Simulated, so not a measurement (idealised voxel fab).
You're looking at the process module voxel self aligned vias.
Cross-sectional view cut (width: 265 nm; square cell size: 5 nm).
This document writes a cross-section as a grid whose cells are square, and gives it as bands, listed from the top down; one or more rows of cells form a band. Band: top height; bottom height; in nm. Then, left to right: material with width in nm, for each material. "throughout": a single material spanning edge to edge. "empty": empty space. Convention: height 0 is the level below which the wafer, as received, is all one material. The lowest band does not terminate at the bottom but continues downward, represented as "0..down". So if you see something like "30..40" for the width, read it as the top row of the band sitting at the first number and the bottom row at the second, with every row in between moving by the same amount as the last. Basically "no modification" means that step didn't change any cell in the cross-section. Each empty space that has no open way to the top and spans at least 8 cells appears under "Closed void roster" as width x height at distance, the distance counted from the left edge, all in nm. On each step's line, the part that comes after the settings is the simulator's own comment on the step. overlay nm: step with mask; distance mask lay right of planned place; negative value = left of planned place.

### Process steps foreseen in the plan
step 1: RECEIVE, material Si
step 2: CONFORMAL_DEP, material SiO2, thk nm 10
step 3: CONFORMAL_DEP, material SiCN, thk nm 5
step 4: DIRECTIONAL_DEP, material lowk, thk nm 25
step 5: MASKED_ETCH, tone open, mask id LINES, width nm 25, pitch nm 65, etch materials lowk, depth nm 25, overlay nm 0
step 6: CONFORMAL_DEP, material TiN, thk nm 5
step 7: FILL_DEP, material W, thk nm 5
step 8: CMP, height nm 40
step 9: SELECTIVE_ETCH, etch materials W Ru TiN, depth nm 10
step 10: FILL_DEP, material SiN, thk nm 10
step 11: CMP, height nm 40
step 12: DIRECTIONAL_DEP, material lowk, thk nm 15
step 13: DIRECTIONAL_DEP, material aC, thk nm 15
step 14: PATTERN, tone open, mask id VIAS, material resist, width nm 35, pitch nm 130, thk nm 30, overlay nm 0
step 15: DIRECTIONAL_ETCH, etch materials aC, depth nm 15
step 16: STRIP, etch materials resist
step 17: DIRECTIONAL_ETCH, etch materials lowk, depth nm 15
step 18: DIRECTIONAL_ETCH, etch materials SiN, depth nm 10
step 19: STRIP, etch materials aC
step 20: CONFORMAL_DEP, material TiN, thk nm 5
step 21: FILL_DEP, material Cu, thk nm 5
step 22: CMP, height nm 55
step 23: CONFORMAL_DEP, material SiCN, thk nm 5

### The first of two wafers, run as planned

### Cross-section of the wafer upon arrival, representing the state reached after step 1
- 0..down = Si throughout
- Closed void roster: none

### Cross-section: wafer state after step 2
- 10..0 = SiO2 throughout
- Everything under 0 stays put, no change at all.

### Cross-section: wafer state after step 3
- 15..10 = SiCN throughout
- Everything under 10 stays put, no change at all.

### Cross-section: wafer state after step 4
- 40..15 = lowk throughout
- Everything under 15 stays put, no change at all.

### Cross-section: wafer state after step 5
- 40..15 = lowk=55 / empty=25 / lowk=40 / empty=25 / lowk=40 / empty=25 / lowk=55
- Everything under 15 stays put, no change at all.

### Cross-section: wafer state after step 6
- 45..40 = TiN=60 / empty=15 / TiN=50 / empty=15 / TiN=50 / empty=15 / TiN=60
- 40..20 = lowk=55 / TiN=5 / empty=15 / TiN=5 / lowk=40 / TiN=5 / empty=15 / TiN=5 / lowk=40 / TiN=5 / empty=15 / TiN=5 / lowk=55
- 20..15 = lowk=55 / TiN=25 / lowk=40 / TiN=25 / lowk=40 / TiN=25 / lowk=55
- Everything under 15 stays put, no change at all.

### Cross-section: wafer state after step 7
- 50..45 = W throughout
- 45..40 = TiN=60 / W=15 / TiN=50 / W=15 / TiN=50 / W=15 / TiN=60
- 40..20 = lowk=55 / TiN=5 / W=15 / TiN=5 / lowk=40 / TiN=5 / W=15 / TiN=5 / lowk=40 / TiN=5 / W=15 / TiN=5 / lowk=55
- Everything under 20 stays put, no change at all.

### Cross-section: wafer state after step 8
- 40..20 = lowk=55 / TiN=5 / W=15 / TiN=5 / lowk=40 / TiN=5 / W=15 / TiN=5 / lowk=40 / TiN=5 / W=15 / TiN=5 / lowk=55
- Everything under 20 stays put, no change at all.

### Cross-section: wafer state after step 9
- 40..30 = lowk=55 / empty=25 / lowk=40 / empty=25 / lowk=40 / empty=25 / lowk=55
- Everything under 30 stays put, no change at all.

### Cross-section: wafer state after step 10
- 50..40 = SiN throughout
- 40..30 = lowk=55 / SiN=25 / lowk=40 / SiN=25 / lowk=40 / SiN=25 / lowk=55
- Everything under 30 stays put, no change at all.

### Cross-section: wafer state after step 11
- 40..30 = lowk=55 / SiN=25 / lowk=40 / SiN=25 / lowk=40 / SiN=25 / lowk=55
- Everything under 30 stays put, no change at all.

### Cross-section: wafer state after step 12
- 55..40 = lowk throughout
- Everything under 40 stays put, no change at all.

### Cross-section: wafer state after step 13
- 70..55 = aC throughout
- Everything under 55 stays put, no change at all.

### Cross-section: wafer state after step 14
- 100..70 = resist=50 / empty=35 / resist=95 / empty=35 / resist=50
- Everything under 70 stays put, no change at all.

### Cross-section: wafer state after step 15
- 85..70 = resist=50 / empty=35 / resist=95 / empty=35 / resist=50
- 70..55 = aC=50 / empty=35 / aC=95 / empty=35 / aC=50
- Everything under 55 stays put, no change at all.

### Cross-section: wafer state after step 16
- 70..55 = aC=50 / empty=35 / aC=95 / empty=35 / aC=50
- Everything under 55 stays put, no change at all.

### Cross-section: wafer state after step 17
- 70..55 = aC=50 / empty=35 / aC=95 / empty=35 / aC=50
- 55..40 = lowk=50 / empty=35 / lowk=95 / empty=35 / lowk=50
- Everything under 40 stays put, no change at all.

### Cross-section: wafer state after step 18
- 70..55 = aC=50 / empty=35 / aC=95 / empty=35 / aC=50
- 55..40 = lowk=50 / empty=35 / lowk=95 / empty=35 / lowk=50
- 40..30 = lowk=55 / empty=25 / lowk=40 / SiN=25 / lowk=40 / empty=25 / lowk=55
- Everything under 30 stays put, no change at all.

### Cross-section: wafer state after step 19
- 55..40 = lowk=50 / empty=35 / lowk=95 / empty=35 / lowk=50
- Everything under 40 stays put, no change at all.

### Cross-section: wafer state after step 20
- 60..55 = TiN=55 / empty=25 / TiN=105 / empty=25 / TiN=55
- 55..45 = lowk=50 / TiN=5 / empty=25 / TiN=5 / lowk=95 / TiN=5 / empty=25 / TiN=5 / lowk=50
- 45..40 = lowk=50 / TiN=10 / empty=15 / TiN=10 / lowk=95 / TiN=10 / empty=15 / TiN=10 / lowk=50
- 40..35 = lowk=55 / TiN=5 / empty=15 / TiN=5 / lowk=40 / SiN=25 / lowk=40 / TiN=5 / empty=15 / TiN=5 / lowk=55
- 35..30 = lowk=55 / TiN=25 / lowk=40 / SiN=25 / lowk=40 / TiN=25 / lowk=55
- Everything under 30 stays put, no change at all.

### Cross-section: wafer state after step 21
- 65..60 = Cu throughout
- 60..55 = TiN=55 / Cu=25 / TiN=105 / Cu=25 / TiN=55
- 55..45 = lowk=50 / TiN=5 / Cu=25 / TiN=5 / lowk=95 / TiN=5 / Cu=25 / TiN=5 / lowk=50
- 45..40 = lowk=50 / TiN=10 / Cu=15 / TiN=10 / lowk=95 / TiN=10 / Cu=15 / TiN=10 / lowk=50
- 40..35 = lowk=55 / TiN=5 / Cu=15 / TiN=5 / lowk=40 / SiN=25 / lowk=40 / TiN=5 / Cu=15 / TiN=5 / lowk=55
- Everything under 35 stays put, no change at all.

### Cross-section: wafer state after step 22
- 55..45 = lowk=50 / TiN=5 / Cu=25 / TiN=5 / lowk=95 / TiN=5 / Cu=25 / TiN=5 / lowk=50
- Everything under 45 stays put, no change at all.

### Cross-section: wafer state after step 23
- 60..55 = SiCN throughout
- Everything under 55 stays put, no change at all.

### Wafer two of the pair: same origin, same plan, one error during the run; identical to wafer one up to and including step 16

### Second wafer, cross-section, planned end of step 17
- 70..55 = aC=50 / empty=35 / aC=95 / empty=35 / aC=50
- 55..40 = lowk=50 / empty=35 / lowk=95 / empty=35 / lowk=50
- 40..30 = lowk=50 / empty=5 / SiN=25 / empty=5 / lowk=35 / SiN=25 / lowk=35 / empty=5 / SiN=25 / empty=5 / lowk=50
- 30..25 = lowk=50 / empty=5 / TiN=5 / W=15 / TiN=5 / empty=5 / lowk=35 / TiN=5 / W=15 / TiN=5 / lowk=35 / empty=5 / TiN=5 / W=15 / TiN=5 / empty=5 / lowk=50
- Everything under 25 stays put, no change at all.

### Second wafer, cross-section, planned end of step 18
- 70..55 = aC=50 / empty=35 / aC=95 / empty=35 / aC=50
- 55..40 = lowk=50 / empty=35 / lowk=95 / empty=35 / lowk=50
- 40..30 = lowk=50 / empty=35 / lowk=35 / SiN=25 / lowk=35 / empty=35 / lowk=50
- Everything under 30 stays put, no change at all.

### Second wafer, cross-section, planned end of step 19
- 55..40 = lowk=50 / empty=35 / lowk=95 / empty=35 / lowk=50
- Everything under 40 stays put, no change at all.

### Second wafer, cross-section, planned end of step 20
- 60..55 = TiN=55 / empty=25 / TiN=105 / empty=25 / TiN=55
- 55..40 = lowk=50 / TiN=5 / empty=25 / TiN=5 / lowk=95 / TiN=5 / empty=25 / TiN=5 / lowk=50
- 40..35 = lowk=50 / TiN=5 / empty=25 / TiN=5 / lowk=35 / SiN=25 / lowk=35 / TiN=5 / empty=25 / TiN=5 / lowk=50
- 35..30 = lowk=50 / TiN=35 / lowk=35 / SiN=25 / lowk=35 / TiN=35 / lowk=50
- 30..20 = lowk=50..55 / TiN=10..5 / W=15 / TiN=10..5 / lowk=35..40 / TiN=5 / W=15 / TiN=5 / lowk=35..40 / TiN=10..5 / W=15 / TiN=10..5 / lowk=50..55
- Everything under 20 stays put, no change at all.

### Second wafer, cross-section, planned end of step 21
- 65..60 = Cu throughout
- 60..55 = TiN=55 / Cu=25 / TiN=105 / Cu=25 / TiN=55
- 55..40 = lowk=50 / TiN=5 / Cu=25 / TiN=5 / lowk=95 / TiN=5 / Cu=25 / TiN=5 / lowk=50
- 40..35 = lowk=50 / TiN=5 / Cu=25 / TiN=5 / lowk=35 / SiN=25 / lowk=35 / TiN=5 / Cu=25 / TiN=5 / lowk=50
- Everything under 35 stays put, no change at all.

### Second wafer, cross-section, planned end of step 22
- 55..40 = lowk=50 / TiN=5 / Cu=25 / TiN=5 / lowk=95 / TiN=5 / Cu=25 / TiN=5 / lowk=50
- Everything under 40 stays put, no change at all.

### Second wafer, cross-section, planned end of step 23
- 60..55 = SiCN throughout
- Everything under 55 stays put, no change at all.
Deviation noted in wafer processing: plan step 17 ran twice
Final difference in cells, second wafer against first, listed per material as more or fewer: Cu: 8 more, TiN: 4 more, lowk: 12 fewer
